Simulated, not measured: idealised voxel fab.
Presented below is a process module, voxel transistor to metal.
This is section cut - it's 180 nm across, gridded in 5 nm square cells.
In this document a cross-section is written as a grid of square cells. It is given as a series of bands, listed from the top down, and a band is one or more rows of cells.
A band entry consists of two parts. The first gives the height of the band's top and the height of its bottom, in nm. The rest lists the band's materials from left to right, each with its width in nm. A single material labelled with the word "edge to edge" fills the band from edge to edge, and the word "blank" marks empty space.
Heights are expressed relative to 0, this being the level below which the as-received wafer comprises one material exclusively. The lowest band is unbounded in the downward direction and is denoted as in "z 0 and below".
Quick explanation for "30 to 40": the width changes in equal steps down the rows of cells, from the first number in the band's top row to the second number in its bottom row.
The cross-section has no changed cell in any step marked "left unchanged".
In the "Entrapped void list" entry, you get each enclosed empty space of 8 cells or more, one with no open way to the top, written width x height at distance, distance from the left edge, in nm.
The remark found on a step's line after its settings is issued by the simulator itself and pertains to that step.
Among the settings permitted on a step's line is "overlay nm"; applied to a step with a mask, it specifies the extent to which the mask lay to the right of its planned position, whereas a negative figure signifies a position to the left.
List of planned process steps:
1: op RECEIVE | material Si
2: op CONFORMAL_DEP | material SiO2 | thk nm 5
3: op CONFORMAL_DEP | material SiN | thk nm 10
4: op PATTERN | tone cover | mask id ACTIVE | material resist | width nm 105 | thk nm 20 | overlay nm 0
5: op DIRECTIONAL_ETCH | etch materials SiN | depth nm 10
6: op DIRECTIONAL_ETCH | etch materials SiO2 | depth nm 5
7: op DIRECTIONAL_ETCH | etch materials Si | depth nm 35
8: op STRIP | etch materials resist
9: op OXIDIZE | depth nm 5
10: op FILL_DEP | material SiO2 | thk nm 5
11: op CMP | height nm 15
12: op SELECTIVE_ETCH | etch materials SiO2 | depth nm 10
13: op STRIP | etch materials SiN
14: op SELECTIVE_ETCH | etch materials SiO2 | depth nm 5
15: op OXIDIZE | depth nm 5
16: op DIRECTIONAL_DEP | material polySi | thk nm 20
17: op DIRECTIONAL_DEP | material SiCN | thk nm 10
18: op PATTERN | tone cover | mask id GATE | material resist | width nm 25 | thk nm 20 | overlay nm 0
19: op DIRECTIONAL_ETCH | etch materials SiCN | depth nm 20
20: op DIRECTIONAL_ETCH | etch materials polySi | depth nm 30
21: op STRIP | etch materials resist
22: op CONFORMAL_DEP | material SiN | thk nm 10
23: op DIRECTIONAL_ETCH | etch materials SiN | depth nm 10
24: op DIRECTIONAL_ETCH | etch materials SiO2 | depth nm 5
25: op DIRECTIONAL_ETCH | etch materials Si | depth nm 15
26: op EPI | material pSi | thk nm 15
27: op FILL_DEP | material SiO2 | thk nm 5
28: op CMP | height nm 20
29: op STRIP | etch materials polySi
30: op SELECTIVE_ETCH | etch materials SiO2 | depth nm 5
31: op CONFORMAL_DEP | material HfO2 | thk nm 5
32: op CONFORMAL_DEP | material TiN | thk nm 5
33: op FILL_DEP | material W | thk nm 5
34: op CMP | height nm 15
35: op DIRECTIONAL_DEP | material SiO2 | thk nm 15
36: op DIRECTIONAL_DEP | material aC | thk nm 10
37: op PATTERN | tone open | mask id CONTACT | material resist | width nm 15 | pitch nm 70 | thk nm 30 | overlay nm 0
38: op DIRECTIONAL_ETCH | etch materials aC | depth nm 10
39: op STRIP | etch materials resist
40: op DIRECTIONAL_ETCH | etch materials SiO2 | depth nm 35
41: op STRIP | etch materials aC
42: op CONFORMAL_DEP | material TiN | thk nm 5
43: op FILL_DEP | material W | thk nm 10
44: op CMP | height nm 30
45: op CONFORMAL_DEP | material SiCN | thk nm 5
46: op DIRECTIONAL_DEP | material SiO2 | thk nm 15
47: op DIRECTIONAL_DEP | material aC | thk nm 15
48: op PATTERN | tone open | mask id METAL_1 | material resist | width nm 15 | pitch nm 70 | thk nm 30 | overlay nm 0
49: op DIRECTIONAL_ETCH | etch materials aC | depth nm 15
50: op STRIP | etch materials resist
51: op DIRECTIONAL_ETCH | etch materials SiO2 | depth nm 15
52: op DIRECTIONAL_ETCH | etch materials SiCN | depth nm 5
53: op STRIP | etch materials aC
54: op CONFORMAL_DEP | material TiN | thk nm 5
55: op FILL_DEP | material Cu | thk nm 10
56: op CMP | height nm 50
57: op CONFORMAL_DEP | material SiCN | thk nm 5
58: op DIRECTIONAL_DEP | material SiO2 | thk nm 30
59: op DIRECTIONAL_DEP | material aC | thk nm 15
60: op PATTERN | tone open | mask id METAL_2 | material resist | width nm 15 | pitch nm 70 | thk nm 35 | overlay nm 0
61: op DIRECTIONAL_ETCH | etch materials aC | depth nm 15
62: op STRIP | etch materials resist
63: op DIRECTIONAL_ETCH | etch materials SiO2 | depth nm 20
64: op STRIP | etch materials aC
65: op DIRECTIONAL_DEP | material aC | thk nm 15
66: op PATTERN | tone open | mask id METAL_2_HOLES | material resist | width nm 15 | pitch nm 70 | thk nm 35 | overlay nm 0
67: op DIRECTIONAL_ETCH | etch materials aC | depth nm 15
68: op STRIP | etch materials resist
69: op DIRECTIONAL_ETCH | etch materials SiO2 | depth nm 10
70: op DIRECTIONAL_ETCH | etch materials SiCN | depth nm 5
71: op STRIP | etch materials aC
72: op CONFORMAL_DEP | material TiN | thk nm 5
73: op FILL_DEP | material Cu | thk nm 10
74: op CMP | height nm 85
75: op CONFORMAL_DEP | material SiN | thk nm 5
As received (post step 1): cross-section:
    z 0 and below = Si edge to edge
    Entrapped void list: none
First of two wafers: cross-section at end of module, run per plan:
    z 90 to 85 = SiN edge to edge
    z 85 to 55 = SiO2 45  TiN 5  Cu 5  TiN 5  SiO2 55  TiN 5  Cu 5  TiN 5  SiO2 50
    z 55 to 50 = SiCN 45  TiN 15  SiCN 55  TiN 15  SiCN 50
    z 50 to 35 = SiO2 45  TiN 5  Cu 5  TiN 5  SiO2 55  TiN 5  Cu 5  TiN 5  SiO2 50
    z 35 to 30 = SiCN 45  TiN 15  SiCN 55  TiN 15  SiCN 50
    z 30 to 15 = SiO2 45  TiN 5  W 5  TiN 5  SiO2 55  TiN 5  W 5  TiN 5  SiO2 50
    z 15 to 10 = SiO2 45  TiN 15  SiO2 5  SiN 10  HfO2 5  TiN 5  W 5  TiN 5  HfO2 5  SiN 10  SiO2 5  TiN 15  SiO2 50
    z 10 to 5 = SiO2 45  TiN 5  pSi 15  SiN 10  HfO2 5  TiN 5  W 5  TiN 5  HfO2 5  SiN 10  pSi 15  TiN 5  SiO2 50
    z 5 to 0 = SiO2 45  TiN 5  pSi 15  SiN 10  HfO2 5  TiN 15  HfO2 5  SiN 10  pSi 15  TiN 5  SiO2 50
    z 0 to -5 = SiO2 45  TiN 5  pSi 15  SiO2 5  HfO2 35  SiO2 5  pSi 15  TiN 5  SiO2 50
    z -5 to -20 = SiO2 40  pSi 25  Si 45  pSi 25  SiO2 45
    z -20 to -40 = SiO2 40  Si 95  SiO2 45
    z -40 and below = Si edge to edge
    Entrapped void list: none
second wafer at the end: like start, like plan, one mistake:
    z 90 to 85 = SiN edge to edge
    z 85 to 55 = SiO2 45  TiN 5  Cu 5  TiN 5  SiO2 55  TiN 5  Cu 5  TiN 5  SiO2 50
    z 55 to 45 = SiCN 45  TiN 15  SiCN 55  TiN 15  SiCN 50
    z 45 to 35 = W edge to edge
    z 35 to 30 = TiN 50  W 5  TiN 65  W 5  TiN 55
    z 30 to 15 = SiO2 45  TiN 5  W 5  TiN 5  SiO2 55  TiN 5  W 5  TiN 5  SiO2 50
    z 15 to 10 = SiO2 45  TiN 15  SiO2 5  SiN 10  HfO2 5  TiN 5  W 5  TiN 5  HfO2 5  SiN 10  SiO2 5  TiN 15  SiO2 50
    z 10 to 5 = SiO2 45  TiN 5  pSi 15  SiN 10  HfO2 5  TiN 5  W 5  TiN 5  HfO2 5  SiN 10  pSi 15  TiN 5  SiO2 50
    z 5 to 0 = SiO2 45  TiN 5  pSi 15  SiN 10  HfO2 5  TiN 15  HfO2 5  SiN 10  pSi 15  TiN 5  SiO2 50
    z 0 to -5 = SiO2 45  TiN 5  pSi 15  SiO2 5  HfO2 35  SiO2 5  pSi 15  TiN 5  SiO2 50
    z -5 to -20 = SiO2 40  pSi 25  Si 45  pSi 25  SiO2 45
    z -20 to -40 = SiO2 40  Si 95  SiO2 45
    z -40 and below = Si edge to edge
    Entrapped void list: none
Error vs. plan: plan step 44 was not performed, having been skipped
Final cells, second wafer relative to first, materials higher or lower: -6 Cu; -90 SiO2; +22 TiN; +74 W
